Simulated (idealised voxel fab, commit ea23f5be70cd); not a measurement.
The process module that follows is named voxel transistor to metal.
This is section cut - it's 170 nm across, gridded in 5 nm square cells.
Think of the cross-section as a grid of square cells. We describe it in bands, top to bottom, and each band covers one or more rows of those cells.
The entry gives the band's vertical extent as a top height and a bottom height in nm, then its horizontal make-up as materials from left to right, each with a width in nm. "air" stands for empty space; a single material marked "everywhere" fills the band edge to edge.
All heights in this document are referenced to 0, defined as the level beneath which the wafer, as received, consists entirely of one material. The lowest band is not bounded below; it extends indefinitely downward and is written in the form "top 0, no bottom".
The expression "30->40" gives the width at the extremes of the band, the first number at its top row of cells and the second at its bottom row, with the width changing by equal amounts from each row to the next in between.
What does "identical to before" mean for a step? It means no cell of the cross-section changed in that step.
The list in "Enclosed void listing" covers empty spaces of 8 cells or more that cannot reach the top through any open way, and it gives each as width x height at distance; the distance is from the left edge, and width, height and distance are in nm.
On a step's line, text after the settings is the simulator commenting on that step.
The setting "overlay nm" may be written on the line of a step. When the step uses a mask, the value reports how far to the right of the planned place the mask lay, and a negative value reports that it lay to the left.
# List of planned process steps
| 1 | RECEIVE | material Si |
| 2 | OXIDIZE | depth nm 5 |
| 3 | CONFORMAL_DEP | material SiN | thk nm 10 |
| 4 | MASKED_ETCH | tone cover | mask id ACTIVE | width nm 125 | etch materials SiN | depth nm 10 | overlay nm 0 |
| 5 | MASKED_ETCH | tone cover | mask id ACTIVE | width nm 125 | etch materials SiO2 | depth nm 5 | overlay nm 0 |
| 6 | MASKED_ETCH | tone cover | mask id ACTIVE | width nm 125 | etch materials Si | depth nm 25 | overlay nm 0 |
| 7 | OXIDIZE | depth nm 5 |
| 8 | FILL_DEP | material SiO2 | thk nm 15 |
| 9 | CMP | height nm 10 |
| 10 | SELECTIVE_ETCH | etch materials SiO2 | depth nm 5 |
| 11 | STRIP | etch materials SiN |
| 12 | SELECTIVE_ETCH | etch materials SiO2 | depth nm 5 |
| 13 | OXIDIZE | depth nm 5 |
| 14 | DIRECTIONAL_DEP | material polySi | thk nm 30 |
| 15 | DIRECTIONAL_DEP | material SiCN | thk nm 10 |
| 16 | MASKED_ETCH | tone cover | mask id GATE | width nm 25 | etch materials SiCN | depth nm 20 | overlay nm 0 |
| 17 | MASKED_ETCH | tone cover | mask id GATE | width nm 25 | etch materials polySi | depth nm 40 | overlay nm 0 |
| 18 | CONFORMAL_DEP | material SiO2 | thk nm 5 |
| 19 | DIRECTIONAL_ETCH | etch materials SiO2 | depth nm 5 |
| 20 | CONFORMAL_DEP | material SiN | thk nm 10 |
| 21 | DIRECTIONAL_ETCH | etch materials SiN | depth nm 10 |
| 22 | DIRECTIONAL_ETCH | etch materials SiO2 | depth nm 5 |
| 23 | DIRECTIONAL_ETCH | etch materials Si | depth nm 10 |
| 24 | EPI | material pSi | thk nm 15 |
| 25 | FILL_DEP | material SiO2 | thk nm 5 |
| 26 | CMP | height nm 35 |
| 27 | DIRECTIONAL_DEP | material SiO2 | thk nm 10 |
| 28 | PATTERN | tone open | mask id CONTACT | material resist | width nm 35 | pitch nm 70 | thk nm 20 | overlay nm 0 |
| 29 | DIRECTIONAL_ETCH | etch materials SiO2 | depth nm 40 |
| 30 | STRIP | etch materials resist |
| 31 | CONFORMAL_DEP | material TiN | thk nm 5 |
| 32 | FILL_DEP | material W | thk nm 10 |
| 33 | CMP | height nm 45 |
| 34 | CONFORMAL_DEP | material SiN | thk nm 5 |
| 35 | DIRECTIONAL_DEP | material lowk | thk nm 25 |
| 36 | DIRECTIONAL_DEP | material aC | thk nm 15 |
| 37 | PATTERN | tone open | mask id METAL_1 | material resist | width nm 20 | pitch nm 85 | thk nm 30 | overlay nm 0 |
| 38 | DIRECTIONAL_ETCH | etch materials aC | depth nm 15 |
| 39 | STRIP | etch materials resist |
| 40 | DIRECTIONAL_ETCH | etch materials lowk | depth nm 25 |
| 41 | DIRECTIONAL_ETCH | etch materials SiN | depth nm 5 |
| 42 | STRIP | etch materials aC |
| 43 | CONFORMAL_DEP | material TiN | thk nm 5 |
| 44 | FILL_DEP | material Ru | thk nm 5 |
| 45 | CMP | height nm 75 |
| 46 | CONFORMAL_DEP | material SiCN | thk nm 5 |
| 47 | DIRECTIONAL_DEP | material lowk | thk nm 25 |
| 48 | MASKED_ETCH | tone open | mask id METAL_2 | width nm 20 | pitch nm 85 | etch materials lowk | depth nm 15 | overlay nm 0 |
| 49 | MASKED_ETCH | tone open | mask id METAL_2_HOLES | width nm 15 | pitch nm 85 | etch materials lowk | depth nm 10 | overlay nm 0 |
| 50 | MASKED_ETCH | tone open | mask id METAL_2_HOLES | width nm 15 | pitch nm 85 | etch materials SiCN | depth nm 5 | overlay nm 0 |
| 51 | CONFORMAL_DEP | material TiN | thk nm 5 |
| 52 | FILL_DEP | material Cu | thk nm 10 |
| 53 | CMP | height nm 105 |
| 54 | CONFORMAL_DEP | material SiCN | thk nm 5 |
# What follows covers the first of two wafers; it ran as planned
# Received-state cross-section, reflecting completion of step 1
	top 0, no bottom  Si everywhere
	Enclosed void listing: none
# Take a look at the wafer's cross-section after step 2
	top 0, bottom -5  SiO2 everywhere
	Lower than -5, everything is as it was.
# Take a look at the wafer's cross-section after step 3
	top 10, bottom 0  SiN everywhere
	Lower than 0, everything is as it was.
# Take a look at the wafer's cross-section after step 4
	top 10, bottom 0  air 20 nm; SiN 125 nm; air 25 nm
	Lower than 0, everything is as it was.
# Take a look at the wafer's cross-section after step 5
	top 10, bottom 0  air 20 nm; SiN 125 nm; air 25 nm
	top 0, bottom -5  air 20 nm; SiO2 125 nm; air 25 nm
	Lower than -5, everything is as it was.
# Take a look at the wafer's cross-section after step 6
	top 10, bottom 0  air 20 nm; SiN 125 nm; air 25 nm
	top 0, bottom -5  air 20 nm; SiO2 125 nm; air 25 nm
	top -5, bottom -30  air 20 nm; Si 125 nm; air 25 nm
	Lower than -30, everything is as it was.
# Take a look at the wafer's cross-section after step 7
	top 10, bottom 0  air 20 nm; SiN 125 nm; air 25 nm
	top 0, bottom -5  air 20 nm; SiO2 125 nm; air 25 nm
	top -5, bottom -30  air 20 nm; SiO2 5 nm; Si 115 nm; SiO2 5 nm; air 25 nm
	top -30, bottom -35  SiO2 25 nm; Si 115 nm; SiO2 30 nm
	Lower than -35, everything is as it was.
# Take a look at the wafer's cross-section after step 8
	top 25, bottom 10  SiO2 everywhere
	top 10, bottom 0  SiO2 20 nm; SiN 125 nm; SiO2 25 nm
	top 0, bottom -5  SiO2 everywhere
	top -5, bottom -35  SiO2 25 nm; Si 115 nm; SiO2 30 nm
	Lower than -35, everything is as it was.
# Take a look at the wafer's cross-section after step 9
	top 10, bottom 0  SiO2 20 nm; SiN 125 nm; SiO2 25 nm
	Lower than 0, everything is as it was.
# Take a look at the wafer's cross-section after step 10
	top 10, bottom 5  air 20 nm; SiN 125 nm; air 25 nm
	Lower than 5, everything is as it was.
# Take a look at the wafer's cross-section after step 11
	top 5, bottom 0  SiO2 20 nm; air 125 nm; SiO2 25 nm
	Lower than 0, everything is as it was.
# Take a look at the wafer's cross-section after step 12
	top 0, bottom -5  SiO2 15 nm; air 135 nm; SiO2 20 nm
	Lower than -5, everything is as it was.
# Take a look at the wafer's cross-section after step 13
	top 0, bottom -5  SiO2 15 nm; air 135 nm; SiO2 20 nm
	top -5, bottom -10  SiO2 everywhere
	Lower than -10, everything is as it was.
# Take a look at the wafer's cross-section after step 14
	top 30, bottom 25  polySi 15 nm; air 135 nm; polySi 20 nm
	top 25, bottom 0  polySi everywhere
	top 0, bottom -5  SiO2 15 nm; polySi 135 nm; SiO2 20 nm
	Lower than -5, everything is as it was.
# Take a look at the wafer's cross-section after step 15
	top 40, bottom 35  SiCN 15 nm; air 135 nm; SiCN 20 nm
	top 35, bottom 30  SiCN everywhere
	top 30, bottom 25  polySi 15 nm; SiCN 135 nm; polySi 20 nm
	Lower than 25, everything is as it was.
# Take a look at the wafer's cross-section after step 16
	top 35, bottom 30  air 70 nm; SiCN 25 nm; air 75 nm
	top 30, bottom 25  polySi 15 nm; air 55 nm; SiCN 25 nm; air 55 nm; polySi 20 nm
	Lower than 25, everything is as it was.
# Take a look at the wafer's cross-section after step 17
	top 35, bottom 25  air 70 nm; SiCN 25 nm; air 75 nm
	top 25, bottom 0  air 70 nm; polySi 25 nm; air 75 nm
	top 0, bottom -5  SiO2 15 nm; air 55 nm; polySi 25 nm; air 55 nm; SiO2 20 nm
	Lower than -5, everything is as it was.
# Take a look at the wafer's cross-section after step 18
	top 40, bottom 35  air 65 nm; SiO2 35 nm; air 70 nm
	top 35, bottom 25  air 65 nm; SiO2 5 nm; SiCN 25 nm; SiO2 5 nm; air 70 nm
	top 25, bottom 5  air 65 nm; SiO2 5 nm; polySi 25 nm; SiO2 5 nm; air 70 nm
	top 5, bottom 0  SiO2 20 nm; air 45 nm; SiO2 5 nm; polySi 25 nm; SiO2 5 nm; air 45 nm; SiO2 25 nm
	top 0, bottom -5  SiO2 70 nm; polySi 25 nm; SiO2 75 nm
	Lower than -5, everything is as it was.
# Take a look at the wafer's cross-section after step 19
	top 35, bottom 25  air 65 nm; SiO2 5 nm; SiCN 25 nm; SiO2 5 nm; air 70 nm
	top 25, bottom 0  air 65 nm; SiO2 5 nm; polySi 25 nm; SiO2 5 nm; air 70 nm
	top 0, bottom -5  SiO2 20 nm; air 45 nm; SiO2 5 nm; polySi 25 nm; SiO2 5 nm; air 45 nm; SiO2 25 nm
	Lower than -5, everything is as it was.
# Take a look at the wafer's cross-section after step 20
	top 45, bottom 35  air 55 nm; SiN 55 nm; air 60 nm
	top 35, bottom 25  air 55 nm; SiN 10 nm; SiO2 5 nm; SiCN 25 nm; SiO2 5 nm; SiN 10 nm; air 60 nm
	top 25, bottom 10  air 55 nm; SiN 10 nm; SiO2 5 nm; polySi 25 nm; SiO2 5 nm; SiN 10 nm; air 60 nm
	top 10, bottom 5  SiN 30 nm; air 25 nm; SiN 10 nm; SiO2 5 nm; polySi 25 nm; SiO2 5 nm; SiN 10 nm; air 25 nm; SiN 35 nm
	top 5, bottom 0  SiN 65 nm; SiO2 5 nm; polySi 25 nm; SiO2 5 nm; SiN 70 nm
	top 0, bottom -5  SiO2 20 nm; SiN 45 nm; SiO2 5 nm; polySi 25 nm; SiO2 5 nm; SiN 45 nm; SiO2 25 nm
	Lower than -5, everything is as it was.
# Take a look at the wafer's cross-section after step 21
	top 35, bottom 25  air 55 nm; SiN 10 nm; SiO2 5 nm; SiCN 25 nm; SiO2 5 nm; SiN 10 nm; air 60 nm
	top 25, bottom 0  air 55 nm; SiN 10 nm; SiO2 5 nm; polySi 25 nm; SiO2 5 nm; SiN 10 nm; air 60 nm
	top 0, bottom -5  SiO2 20 nm; SiN 10 nm; air 25 nm; SiN 10 nm; SiO2 5 nm; polySi 25 nm; SiO2 5 nm; SiN 10 nm; air 25 nm; SiN 10 nm; SiO2 25 nm
	Lower than -5, everything is as it was.
# Take a look at the wafer's cross-section after step 22
	top 35, bottom 30  air 55 nm; SiN 10 nm; air 5 nm; SiCN 25 nm; air 5 nm; SiN 10 nm; air 60 nm
	top 30, bottom 25  air 55 nm; SiN 10 nm; SiO2 5 nm; SiCN 25 nm; SiO2 5 nm; SiN 10 nm; air 60 nm
	top 25, bottom 0  air 55 nm; SiN 10 nm; SiO2 5 nm; polySi 25 nm; SiO2 5 nm; SiN 10 nm; air 60 nm
	top 0, bottom -5  air 20 nm; SiN 10 nm; air 25 nm; SiN 10 nm; SiO2 5 nm; polySi 25 nm; SiO2 5 nm; SiN 10 nm; air 25 nm; SiN 10 nm; air 25 nm
	top -5, bottom -10  SiO2 30 nm; air 25 nm; SiO2 55 nm; air 25 nm; SiO2 35 nm
	Lower than -10, everything is as it was.
# Take a look at the wafer's cross-section after step 23
	top 35, bottom 30  air 55 nm; SiN 10 nm; air 5 nm; SiCN 25 nm; air 5 nm; SiN 10 nm; air 60 nm
	top 30, bottom 25  air 55 nm; SiN 10 nm; SiO2 5 nm; SiCN 25 nm; SiO2 5 nm; SiN 10 nm; air 60 nm
	top 25, bottom 0  air 55 nm; SiN 10 nm; SiO2 5 nm; polySi 25 nm; SiO2 5 nm; SiN 10 nm; air 60 nm
	top 0, bottom -5  air 20 nm; SiN 10 nm; air 25 nm; SiN 10 nm; SiO2 5 nm; polySi 25 nm; SiO2 5 nm; SiN 10 nm; air 25 nm; SiN 10 nm; air 25 nm
	top -5, bottom -10  SiO2 30 nm; air 25 nm; SiO2 55 nm; air 25 nm; SiO2 35 nm
	top -10, bottom -20  SiO2 25 nm; Si 5 nm; air 25 nm; Si 55 nm; air 25 nm; Si 5 nm; SiO2 30 nm
	Lower than -20, everything is as it was.
# Take a look at the wafer's cross-section after step 24
	top 35, bottom 30  air 55 nm; SiN 10 nm; air 5 nm; SiCN 25 nm; air 5 nm; SiN 10 nm; air 60 nm
	top 30, bottom 25  air 55 nm; SiN 10 nm; SiO2 5 nm; SiCN 25 nm; SiO2 5 nm; SiN 10 nm; air 60 nm
	top 25, bottom 5  air 55 nm; SiN 10 nm; SiO2 5 nm; polySi 25 nm; SiO2 5 nm; SiN 10 nm; air 60 nm
	top 5, bottom 0  air 25 nm; pSi 30 nm; SiN 10 nm; SiO2 5 nm; polySi 25 nm; SiO2 5 nm; SiN 10 nm; pSi 30 nm; air 30 nm
	top 0, bottom -5  air 20 nm; SiN 10 nm; pSi 25 nm; SiN 10 nm; SiO2 5 nm; polySi 25 nm; SiO2 5 nm; SiN 10 nm; pSi 25 nm; SiN 10 nm; air 25 nm
	top -5, bottom -10  SiO2 30 nm; pSi 25 nm; SiO2 55 nm; pSi 25 nm; SiO2 35 nm
	top -10, bottom -20  SiO2 25 nm; Si 5 nm; pSi 25 nm; Si 55 nm; pSi 25 nm; Si 5 nm; SiO2 30 nm
	Lower than -20, everything is as it was.
# Take a look at the wafer's cross-section after step 25
	top 40, bottom 35  SiO2 everywhere
	top 35, bottom 25  SiO2 55 nm; SiN 10 nm; SiO2 5 nm; SiCN 25 nm; SiO2 5 nm; SiN 10 nm; SiO2 60 nm
	top 25, bottom 5  SiO2 55 nm; SiN 10 nm; SiO2 5 nm; polySi 25 nm; SiO2 5 nm; SiN 10 nm; SiO2 60 nm
	top 5, bottom 0  SiO2 25 nm; pSi 30 nm; SiN 10 nm; SiO2 5 nm; polySi 25 nm; SiO2 5 nm; SiN 10 nm; pSi 30 nm; SiO2 30 nm
	top 0, bottom -5  SiO2 20 nm; SiN 10 nm; pSi 25 nm; SiN 10 nm; SiO2 5 nm; polySi 25 nm; SiO2 5 nm; SiN 10 nm; pSi 25 nm; SiN 10 nm; SiO2 25 nm
	Lower than -5, everything is as it was.
# Take a look at the wafer's cross-section after step 26
	top 35, bottom 25  SiO2 55 nm; SiN 10 nm; SiO2 5 nm; SiCN 25 nm; SiO2 5 nm; SiN 10 nm; SiO2 60 nm
	Lower than 25, everything is as it was.
# Take a look at the wafer's cross-section after step 27
	top 45, bottom 35  SiO2 everywhere
	Lower than 35, everything is as it was.
# Take a look at the wafer's cross-section after step 28
	top 65, bottom 45  resist 30 nm; air 35 nm; resist 35 nm; air 35 nm; resist 35 nm
	Lower than 45, everything is as it was.
# Take a look at the wafer's cross-section after step 29
	top 65, bottom 45  resist 30 nm; air 35 nm; resist 35 nm; air 35 nm; resist 35 nm
	top 45, bottom 35  SiO2 30 nm; air 35 nm; SiO2 35 nm; air 35 nm; SiO2 35 nm
	top 35, bottom 25  SiO2 30 nm; air 25 nm; SiN 10 nm; SiO2 5 nm; SiCN 25 nm; SiO2 5 nm; SiN 10 nm; air 25 nm; SiO2 35 nm
	top 25, bottom 5  SiO2 30 nm; air 25 nm; SiN 10 nm; SiO2 5 nm; polySi 25 nm; SiO2 5 nm; SiN 10 nm; air 25 nm; SiO2 35 nm
	Lower than 5, everything is as it was.
# Take a look at the wafer's cross-section after step 30
	top 45, bottom 35  SiO2 30 nm; air 35 nm; SiO2 35 nm; air 35 nm; SiO2 35 nm
	Lower than 35, everything is as it was.
# Take a look at the wafer's cross-section after step 31
	top 50, bottom 45  TiN 35 nm; air 25 nm; TiN 45 nm; air 25 nm; TiN 40 nm
	top 45, bottom 35  SiO2 30 nm; TiN 5 nm; air 25->15 nm; TiN 5->15 nm; SiO2 35 nm; TiN 5->15 nm; air 25->15 nm; TiN 5 nm; SiO2 35 nm
	top 35, bottom 25  SiO2 30 nm; TiN 5 nm; air 15 nm; TiN 5 nm; SiN 10 nm; SiO2 5 nm; SiCN 25 nm; SiO2 5 nm; SiN 10 nm; TiN 5 nm; air 15 nm; TiN 5 nm; SiO2 35 nm
	top 25, bottom 10  SiO2 30 nm; TiN 5 nm; air 15 nm; TiN 5 nm; SiN 10 nm; SiO2 5 nm; polySi 25 nm; SiO2 5 nm; SiN 10 nm; TiN 5 nm; air 15 nm; TiN 5 nm; SiO2 35 nm
	top 10, bottom 5  SiO2 30 nm; TiN 25 nm; SiN 10 nm; SiO2 5 nm; polySi 25 nm; SiO2 5 nm; SiN 10 nm; TiN 25 nm; SiO2 35 nm
	Lower than 5, everything is as it was.
# Take a look at the wafer's cross-section after step 32
	top 60, bottom 50  W everywhere
	top 50, bottom 45  TiN 35 nm; W 25 nm; TiN 45 nm; W 25 nm; TiN 40 nm
	top 45, bottom 35  SiO2 30 nm; TiN 5 nm; W 25->15 nm; TiN 5->15 nm; SiO2 35 nm; TiN 5->15 nm; W 25->15 nm; TiN 5 nm; SiO2 35 nm
	top 35, bottom 25  SiO2 30 nm; TiN 5 nm; W 15 nm; TiN 5 nm; SiN 10 nm; SiO2 5 nm; SiCN 25 nm; SiO2 5 nm; SiN 10 nm; TiN 5 nm; W 15 nm; TiN 5 nm; SiO2 35 nm
	top 25, bottom 10  SiO2 30 nm; TiN 5 nm; W 15 nm; TiN 5 nm; SiN 10 nm; SiO2 5 nm; polySi 25 nm; SiO2 5 nm; SiN 10 nm; TiN 5 nm; W 15 nm; TiN 5 nm; SiO2 35 nm
	Lower than 10, everything is as it was.
# Take a look at the wafer's cross-section after step 33
	top 45, bottom 35  SiO2 30 nm; TiN 5 nm; W 25->15 nm; TiN 5->15 nm; SiO2 35 nm; TiN 5->15 nm; W 25->15 nm; TiN 5 nm; SiO2 35 nm
	Lower than 35, everything is as it was.
# Take a look at the wafer's cross-section after step 34
	top 50, bottom 45  SiN everywhere
	Lower than 45, everything is as it was.
# Take a look at the wafer's cross-section after step 35
	top 75, bottom 50  lowk everywhere
	Lower than 50, everything is as it was.
# Take a look at the wafer's cross-section after step 36
	top 90, bottom 75  aC everywhere
	Lower than 75, everything is as it was.
# Take a look at the wafer's cross-section after step 37
	top 120, bottom 90  resist 30 nm; air 20 nm; resist 65 nm; air 20 nm; resist 35 nm
	Lower than 90, everything is as it was.
# Take a look at the wafer's cross-section after step 38
	top 105, bottom 90  resist 30 nm; air 20 nm; resist 65 nm; air 20 nm; resist 35 nm
	top 90, bottom 75  aC 30 nm; air 20 nm; aC 65 nm; air 20 nm; aC 35 nm
	Lower than 75, everything is as it was.
# Take a look at the wafer's cross-section after step 39
	top 90, bottom 75  aC 30 nm; air 20 nm; aC 65 nm; air 20 nm; aC 35 nm
	Lower than 75, everything is as it was.
# Take a look at the wafer's cross-section after step 40
	top 90, bottom 75  aC 30 nm; air 20 nm; aC 65 nm; air 20 nm; aC 35 nm
	top 75, bottom 50  lowk 30 nm; air 20 nm; lowk 65 nm; air 20 nm; lowk 35 nm
	Lower than 50, everything is as it was.
# Take a look at the wafer's cross-section after step 41
	top 90, bottom 75  aC 30 nm; air 20 nm; aC 65 nm; air 20 nm; aC 35 nm
	top 75, bottom 50  lowk 30 nm; air 20 nm; lowk 65 nm; air 20 nm; lowk 35 nm
	top 50, bottom 45  SiN 30 nm; air 20 nm; SiN 65 nm; air 20 nm; SiN 35 nm
	Lower than 45, everything is as it was.
# Take a look at the wafer's cross-section after step 42
	top 75, bottom 50  lowk 30 nm; air 20 nm; lowk 65 nm; air 20 nm; lowk 35 nm
	Lower than 50, everything is as it was.
# Take a look at the wafer's cross-section after step 43
	top 80, bottom 75  TiN 35 nm; air 10 nm; TiN 75 nm; air 10 nm; TiN 40 nm
	top 75, bottom 50  lowk 30 nm; TiN 5 nm; air 10 nm; TiN 5 nm; lowk 65 nm; TiN 5 nm; air 10 nm; TiN 5 nm; lowk 35 nm
	top 50, bottom 45  SiN 30 nm; TiN 20 nm; SiN 65 nm; TiN 20 nm; SiN 35 nm
	Lower than 45, everything is as it was.
# Take a look at the wafer's cross-section after step 44
	top 85, bottom 80  Ru everywhere
	top 80, bottom 75  TiN 35 nm; Ru 10 nm; TiN 75 nm; Ru 10 nm; TiN 40 nm
	top 75, bottom 50  lowk 30 nm; TiN 5 nm; Ru 10 nm; TiN 5 nm; lowk 65 nm; TiN 5 nm; Ru 10 nm; TiN 5 nm; lowk 35 nm
	Lower than 50, everything is as it was.
# Take a look at the wafer's cross-section after step 45
	top 75, bottom 50  lowk 30 nm; TiN 5 nm; Ru 10 nm; TiN 5 nm; lowk 65 nm; TiN 5 nm; Ru 10 nm; TiN 5 nm; lowk 35 nm
	Lower than 50, everything is as it was.
# Take a look at the wafer's cross-section after step 46
	top 80, bottom 75  SiCN everywhere
	Lower than 75, everything is as it was.
# Take a look at the wafer's cross-section after step 47
	top 105, bottom 80  lowk everywhere
	Lower than 80, everything is as it was.
# Take a look at the wafer's cross-section after step 48
	top 105, bottom 90  lowk 30 nm; air 20 nm; lowk 65 nm; air 20 nm; lowk 35 nm
	Lower than 90, everything is as it was.
# Take a look at the wafer's cross-section after step 49
	top 105, bottom 90  lowk 30 nm; air 20 nm; lowk 65 nm; air 20 nm; lowk 35 nm
	top 90, bottom 80  lowk 30 nm; air 15 nm; lowk 70 nm; air 15 nm; lowk 40 nm
	Lower than 80, everything is as it was.
# Take a look at the wafer's cross-section after step 50
	top 105, bottom 90  lowk 30 nm; air 20 nm; lowk 65 nm; air 20 nm; lowk 35 nm
	top 90, bottom 80  lowk 30 nm; air 15 nm; lowk 70 nm; air 15 nm; lowk 40 nm
	top 80, bottom 75  SiCN 30 nm; air 15 nm; SiCN 70 nm; air 15 nm; SiCN 40 nm
	Lower than 75, everything is as it was.
# Take a look at the wafer's cross-section after step 51
	top 110, bottom 105  TiN 35 nm; air 10 nm; TiN 75 nm; air 10 nm; TiN 40 nm
	top 105, bottom 95  lowk 30 nm; TiN 5 nm; air 10 nm; TiN 5 nm; lowk 65 nm; TiN 5 nm; air 10 nm; TiN 5 nm; lowk 35 nm
	top 95, bottom 90  lowk 30 nm; TiN 5 nm; air 5 nm; TiN 10 nm; lowk 65 nm; TiN 5 nm; air 5 nm; TiN 10 nm; lowk 35 nm
	top 90, bottom 80  lowk 30 nm; TiN 5 nm; air 5 nm; TiN 5 nm; lowk 70 nm; TiN 5 nm; air 5 nm; TiN 5 nm; lowk 40 nm
	top 80, bottom 75  SiCN 30 nm; TiN 15 nm; SiCN 70 nm; TiN 15 nm; SiCN 40 nm
	Lower than 75, everything is as it was.
# Take a look at the wafer's cross-section after step 52
	top 120, bottom 110  Cu everywhere
	top 110, bottom 105  TiN 35 nm; Cu 10 nm; TiN 75 nm; Cu 10 nm; TiN 40 nm
	top 105, bottom 95  lowk 30 nm; TiN 5 nm; Cu 10 nm; TiN 5 nm; lowk 65 nm; TiN 5 nm; Cu 10 nm; TiN 5 nm; lowk 35 nm
	top 95, bottom 90  lowk 30 nm; TiN 5 nm; Cu 5 nm; TiN 10 nm; lowk 65 nm; TiN 5 nm; Cu 5 nm; TiN 10 nm; lowk 35 nm
	top 90, bottom 80  lowk 30 nm; TiN 5 nm; Cu 5 nm; TiN 5 nm; lowk 70 nm; TiN 5 nm; Cu 5 nm; TiN 5 nm; lowk 40 nm
	Lower than 80, everything is as it was.
# Take a look at the wafer's cross-section after step 53
	top 105, bottom 95  lowk 30 nm; TiN 5 nm; Cu 10 nm; TiN 5 nm; lowk 65 nm; TiN 5 nm; Cu 10 nm; TiN 5 nm; lowk 35 nm
	Lower than 95, everything is as it was.
# Take a look at the wafer's cross-section after step 54
	top 110, bottom 105  SiCN everywhere
	Lower than 105, everything is as it was.
# Second of two: same start, same plan, one run error; steps up to and including 33 match the first
# Second wafer, cut view, end of step 34 per plan
	top 60, bottom 45  SiN everywhere
	Lower than 45, everything is as it was.
# Second wafer, cut view, end of step 35 per plan
	top 85, bottom 60  lowk everywhere
	Lower than 60, everything is as it was.
# Second wafer, cut view, end of step 36 per plan
	top 100, bottom 85  aC everywhere
	Lower than 85, everything is as it was.
# Second wafer, cut view, end of step 37 per plan
	top 130, bottom 100  resist 30 nm; air 20 nm; resist 65 nm; air 20 nm; resist 35 nm
	Lower than 100, everything is as it was.
# Second wafer, cut view, end of step 38 per plan
	top 115, bottom 100  resist 30 nm; air 20 nm; resist 65 nm; air 20 nm; resist 35 nm
	top 100, bottom 85  aC 30 nm; air 20 nm; aC 65 nm; air 20 nm; aC 35 nm
	Lower than 85, everything is as it was.
# Second wafer, cut view, end of step 39 per plan
	top 100, bottom 85  aC 30 nm; air 20 nm; aC 65 nm; air 20 nm; aC 35 nm
	Lower than 85, everything is as it was.
# Second wafer, cut view, end of step 40 per plan
	top 100, bottom 85  aC 30 nm; air 20 nm; aC 65 nm; air 20 nm; aC 35 nm
	top 85, bottom 60  lowk 30 nm; air 20 nm; lowk 65 nm; air 20 nm; lowk 35 nm
	Lower than 60, everything is as it was.
# Second wafer, cut view, end of step 41 per plan
	top 100, bottom 85  aC 30 nm; air 20 nm; aC 65 nm; air 20 nm; aC 35 nm
	top 85, bottom 60  lowk 30 nm; air 20 nm; lowk 65 nm; air 20 nm; lowk 35 nm
	top 60, bottom 55  SiN 30 nm; air 20 nm; SiN 65 nm; air 20 nm; SiN 35 nm
	Lower than 55, everything is as it was.
# Second wafer, cut view, end of step 42 per plan
	top 85, bottom 60  lowk 30 nm; air 20 nm; lowk 65 nm; air 20 nm; lowk 35 nm
	Lower than 60, everything is as it was.
# Second wafer, cut view, end of step 43 per plan
	top 90, bottom 85  TiN 35 nm; air 10 nm; TiN 75 nm; air 10 nm; TiN 40 nm
	top 85, bottom 60  lowk 30 nm; TiN 5 nm; air 10 nm; TiN 5 nm; lowk 65 nm; TiN 5 nm; air 10 nm; TiN 5 nm; lowk 35 nm
	top 60, bottom 55  SiN 30 nm; TiN 20 nm; SiN 65 nm; TiN 20 nm; SiN 35 nm
	Lower than 55, everything is as it was.
# Second wafer, cut view, end of step 44 per plan
	top 95, bottom 90  Ru everywhere
	top 90, bottom 85  TiN 35 nm; Ru 10 nm; TiN 75 nm; Ru 10 nm; TiN 40 nm
	top 85, bottom 60  lowk 30 nm; TiN 5 nm; Ru 10 nm; TiN 5 nm; lowk 65 nm; TiN 5 nm; Ru 10 nm; TiN 5 nm; lowk 35 nm
	Lower than 60, everything is as it was.
# Second wafer, cut view, end of step 45 per plan
	top 75, bottom 60  lowk 30 nm; TiN 5 nm; Ru 10 nm; TiN 5 nm; lowk 65 nm; TiN 5 nm; Ru 10 nm; TiN 5 nm; lowk 35 nm
	Lower than 60, everything is as it was.
# Second wafer, cut view, end of step 46 per plan
	top 80, bottom 75  SiCN everywhere
	Lower than 75, everything is as it was.
# Second wafer, cut view, end of step 47 per plan
	top 105, bottom 80  lowk everywhere
	Lower than 80, everything is as it was.
# Second wafer, cut view, end of step 48 per plan
	top 105, bottom 90  lowk 30 nm; air 20 nm; lowk 65 nm; air 20 nm; lowk 35 nm
	Lower than 90, everything is as it was.
# Second wafer, cut view, end of step 49 per plan
	top 105, bottom 90  lowk 30 nm; air 20 nm; lowk 65 nm; air 20 nm; lowk 35 nm
	top 90, bottom 80  lowk 30 nm; air 15 nm; lowk 70 nm; air 15 nm; lowk 40 nm
	Lower than 80, everything is as it was.
# Second wafer, cut view, end of step 50 per plan
	top 105, bottom 90  lowk 30 nm; air 20 nm; lowk 65 nm; air 20 nm; lowk 35 nm
	top 90, bottom 80  lowk 30 nm; air 15 nm; lowk 70 nm; air 15 nm; lowk 40 nm
	top 80, bottom 75  SiCN 30 nm; air 15 nm; SiCN 70 nm; air 15 nm; SiCN 40 nm
	Lower than 75, everything is as it was.
# Second wafer, cut view, end of step 51 per plan
	top 110, bottom 105  TiN 35 nm; air 10 nm; TiN 75 nm; air 10 nm; TiN 40 nm
	top 105, bottom 95  lowk 30 nm; TiN 5 nm; air 10 nm; TiN 5 nm; lowk 65 nm; TiN 5 nm; air 10 nm; TiN 5 nm; lowk 35 nm
	top 95, bottom 90  lowk 30 nm; TiN 5 nm; air 5 nm; TiN 10 nm; lowk 65 nm; TiN 5 nm; air 5 nm; TiN 10 nm; lowk 35 nm
	top 90, bottom 80  lowk 30 nm; TiN 5 nm; air 5 nm; TiN 5 nm; lowk 70 nm; TiN 5 nm; air 5 nm; TiN 5 nm; lowk 40 nm
	top 80, bottom 75  SiCN 30 nm; TiN 15 nm; SiCN 70 nm; TiN 15 nm; SiCN 40 nm
	Lower than 75, everything is as it was.
# Second wafer, cut view, end of step 52 per plan
	top 120, bottom 110  Cu everywhere
	top 110, bottom 105  TiN 35 nm; Cu 10 nm; TiN 75 nm; Cu 10 nm; TiN 40 nm
	top 105, bottom 95  lowk 30 nm; TiN 5 nm; Cu 10 nm; TiN 5 nm; lowk 65 nm; TiN 5 nm; Cu 10 nm; TiN 5 nm; lowk 35 nm
	top 95, bottom 90  lowk 30 nm; TiN 5 nm; Cu 5 nm; TiN 10 nm; lowk 65 nm; TiN 5 nm; Cu 5 nm; TiN 10 nm; lowk 35 nm
	top 90, bottom 80  lowk 30 nm; TiN 5 nm; Cu 5 nm; TiN 5 nm; lowk 70 nm; TiN 5 nm; Cu 5 nm; TiN 5 nm; lowk 40 nm
	Lower than 80, everything is as it was.
# Second wafer, cut view, end of step 53 per plan
	top 105, bottom 95  lowk 30 nm; TiN 5 nm; Cu 10 nm; TiN 5 nm; lowk 65 nm; TiN 5 nm; Cu 10 nm; TiN 5 nm; lowk 35 nm
	Lower than 95, everything is as it was.
# Second wafer, cut view, end of step 54 per plan
	top 110, bottom 105  SiCN everywhere
	Lower than 105, everything is as it was.
Deviation noted in wafer processing: not per plan at step 34, really ran CONFORMAL_DEP | material SiN | thk nm 15
Counted in cells at the end, the second wafer holds more or fewer of these materials than the first: -8 Ru, +68 SiN, -8 TiN, -52 lowk
